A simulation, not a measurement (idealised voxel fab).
Name of the process module below: voxel gate over fins
In the cross-section labelled cut, the width is 275 nm and each square cell is 5 nm.
A cross-section in this document is a grid of square cells, and it is written down as bands, the top band listed before the ones below it; a band is made up of one or more rows of cells. Heights first: top, then bottom, in nm. Then materials, left to right, each with a width in nm. "full width" on a single material: fills the band edge to edge. "empty": empty space. Below 0: as-received wafer, all one material; heights counted from there. Lowest band: no bottom, goes on down, written "top 0, no bottom". Width: "30..40" (first number = top row, second number = bottom row, same change from row to row of cells). What does "nothing altered" mean for a step? It means no cell of the cross-section changed in that step. "Closed internal cavities" - sealed voids, min. 8 cells, no opening to top; format: width x height at distance (distance from left edge; nm throughout). Read whatever lies past the settings on a step's line as the simulator's own remark about the step. What "overlay nm" on a step's line means: if the step has a mask, that mask lay this far to the right of its planned place, or, when the value is negative, to the left.

STEPS PLANNED FOR THE PROCESS
1) RECEIVE (material Si)
2) CONFORMAL_DEP (material SiN; thk nm 10)
3) MASKED_ETCH (tone cover; mask id FINS; width nm 15; pitch nm 40; etch materials SiN; depth nm 10; overlay nm 0)
4) MASKED_ETCH (tone cover; mask id FINS; width nm 15; pitch nm 40; etch materials Si; depth nm 35; overlay nm 0)
5) FILL_DEP (material SiO2; thk nm 15)
6) CMP (height nm 10)
7) SELECTIVE_ETCH (etch materials SiO2; depth nm 25)
8) STRIP (etch materials SiN)
9) CONFORMAL_DEP (material HfO2; thk nm 5)
10) CONFORMAL_DEP (material TiN; thk nm 5)
11) FILL_DEP (material W; thk nm 10)
12) CMP (height nm 15)
13) CONFORMAL_DEP (material SiN; thk nm 10)

FIRST WAFER, AS PLANNED

WAFER AT RECEIPT (POST STEP 1), CROSS-SECTION
- top 0, no bottom | Si full width
- Closed internal cavities: none

WAFER AFTER STEP 2 (CROSS-SECTION)
- top 10, bottom 0 | SiN full width
- Rest of section, below 0: as before.

WAFER AFTER STEP 3 (CROSS-SECTION)
- top 10, bottom 0 | 110 empty | 15 SiN | 25 empty | 15 SiN | 110 empty
- Rest of section, below 0: as before.

WAFER AFTER STEP 4 (CROSS-SECTION)
- top 10, bottom 0 | 110 empty | 15 SiN | 25 empty | 15 SiN | 110 empty
- top 0, bottom -35 | 110 empty | 15 Si | 25 empty | 15 Si | 110 empty
- Rest of section, below -35: as before.

WAFER AFTER STEP 5 (CROSS-SECTION)
- top 25, bottom 10 | SiO2 full width
- top 10, bottom 0 | 110 SiO2 | 15 SiN | 25 SiO2 | 15 SiN | 110 SiO2
- top 0, bottom -35 | 110 SiO2 | 15 Si | 25 SiO2 | 15 Si | 110 SiO2
- Rest of section, below -35: as before.

WAFER AFTER STEP 6 (CROSS-SECTION)
- top 10, bottom 0 | 110 SiO2 | 15 SiN | 25 SiO2 | 15 SiN | 110 SiO2
- Rest of section, below 0: as before.

WAFER AFTER STEP 7 (CROSS-SECTION)
- top 10, bottom 0 | 110 empty | 15 SiN | 25 empty | 15 SiN | 110 empty
- top 0, bottom -15 | 110 empty | 15 Si | 25 empty | 15 Si | 110 empty
- Rest of section, below -15: as before.

WAFER AFTER STEP 8 (CROSS-SECTION)
- top 0, bottom -15 | 110 empty | 15 Si | 25 empty | 15 Si | 110 empty
- Rest of section, below -15: as before.

WAFER AFTER STEP 9 (CROSS-SECTION)
- top 5, bottom 0 | 105 empty | 25 HfO2 | 15 empty | 25 HfO2 | 105 empty
- top 0, bottom -10 | 105 empty | 5 HfO2 | 15 Si | 5 HfO2 | 15 empty | 5 HfO2 | 15 Si | 5 HfO2 | 105 empty
- top -10, bottom -15 | 110 HfO2 | 15 Si | 25 HfO2 | 15 Si | 110 HfO2
- Rest of section, below -15: as before.

WAFER AFTER STEP 10 (CROSS-SECTION)
- top 10, bottom 5 | 100 empty | 35 TiN | 5 empty | 35 TiN | 100 empty
- top 5, bottom 0 | 100 empty | 5 TiN | 25 HfO2 | 5 TiN | 5 empty | 5 TiN | 25 HfO2 | 5 TiN | 100 empty
- top 0, bottom -5 | 100 empty | 5 TiN | 5 HfO2 | 15 Si | 5 HfO2 | 5 TiN | 5 empty | 5 TiN | 5 HfO2 | 15 Si | 5 HfO2 | 5 TiN | 100 empty
- top -5, bottom -10 | 105 TiN | 5 HfO2 | 15 Si | 5 HfO2 | 15 TiN | 5 HfO2 | 15 Si | 5 HfO2 | 105 TiN
- Rest of section, below -10: as before.

WAFER AFTER STEP 11 (CROSS-SECTION)
- top 20, bottom 10 | W full width
- top 10, bottom 5 | 100 W | 35 TiN | 5 W | 35 TiN | 100 W
- top 5, bottom 0 | 100 W | 5 TiN | 25 HfO2 | 5 TiN | 5 W | 5 TiN | 25 HfO2 | 5 TiN | 100 W
- top 0, bottom -5 | 100 W | 5 TiN | 5 HfO2 | 15 Si | 5 HfO2 | 5 TiN | 5 W | 5 TiN | 5 HfO2 | 15 Si | 5 HfO2 | 5 TiN | 100 W
- Rest of section, below -5: as before.

WAFER AFTER STEP 12 (CROSS-SECTION)
- top 15, bottom 10 | W full width
- Rest of section, below 10: as before.

WAFER AFTER STEP 13 (CROSS-SECTION)
- top 25, bottom 15 | SiN full width
- Rest of section, below 15: as before.

THE SECOND WAFER BEGAN EXACTLY AS THE FIRST DID AND FOLLOWED THE SAME PLAN, BUT ONE MISTAKE WAS MADE WHILE RUNNING IT; THROUGH STEP 8 INCLUSIVE, THE TWO WAFERS ARE IDENTICAL

SECOND WAFER, SECTIONED VIEW, AT STEP 9'S PLANNED END TIME
- top 5, bottom 0 | 105 empty | 25 TiN | 15 empty | 25 TiN | 105 empty
- top 0, bottom -10 | 105 empty | 5 TiN | 15 Si | 5 TiN | 15 empty | 5 TiN | 15 Si | 5 TiN | 105 empty
- top -10, bottom -15 | 110 TiN | 15 Si | 25 TiN | 15 Si | 110 TiN
- Rest of section, below -15: as before.

SECOND WAFER, SECTIONED VIEW, AT STEP 10'S PLANNED END TIME
- top 10, bottom 5 | 100 empty | 35 HfO2 | 5 empty | 35 HfO2 | 100 empty
- top 5, bottom 0 | 100 empty | 5 HfO2 | 25 TiN | 5 HfO2 | 5 empty | 5 HfO2 | 25 TiN | 5 HfO2 | 100 empty
- top 0, bottom -5 | 100 empty | 5 HfO2 | 5 TiN | 15 Si | 5 TiN | 5 HfO2 | 5 empty | 5 HfO2 | 5 TiN | 15 Si | 5 TiN | 5 HfO2 | 100 empty
- top -5, bottom -10 | 105 HfO2 | 5 TiN | 15 Si | 5 TiN | 15 HfO2 | 5 TiN | 15 Si | 5 TiN | 105 HfO2
- Rest of section, below -10: as before.

SECOND WAFER, SECTIONED VIEW, AT STEP 11'S PLANNED END TIME
- top 20, bottom 10 | W full width
- top 10, bottom 5 | 100 W | 35 HfO2 | 5 W | 35 HfO2 | 100 W
- top 5, bottom 0 | 100 W | 5 HfO2 | 25 TiN | 5 HfO2 | 5 W | 5 HfO2 | 25 TiN | 5 HfO2 | 100 W
- top 0, bottom -5 | 100 W | 5 HfO2 | 5 TiN | 15 Si | 5 TiN | 5 HfO2 | 5 W | 5 HfO2 | 5 TiN | 15 Si | 5 TiN | 5 HfO2 | 100 W
- Rest of section, below -5: as before.

SECOND WAFER, SECTIONED VIEW, AT STEP 12'S PLANNED END TIME
- top 15, bottom 10 | W full width
- Rest of section, below 10: as before.

SECOND WAFER, SECTIONED VIEW, AT STEP 13'S PLANNED END TIME
- top 25, bottom 15 | SiN full width
- Rest of section, below 15: as before.
Where did the run depart from the plan? steps 9 and 10: order swapped relative to plan
If you tally the cells, the second wafer ends up with the same amount of every material as the first; it's all just sitting in different places.
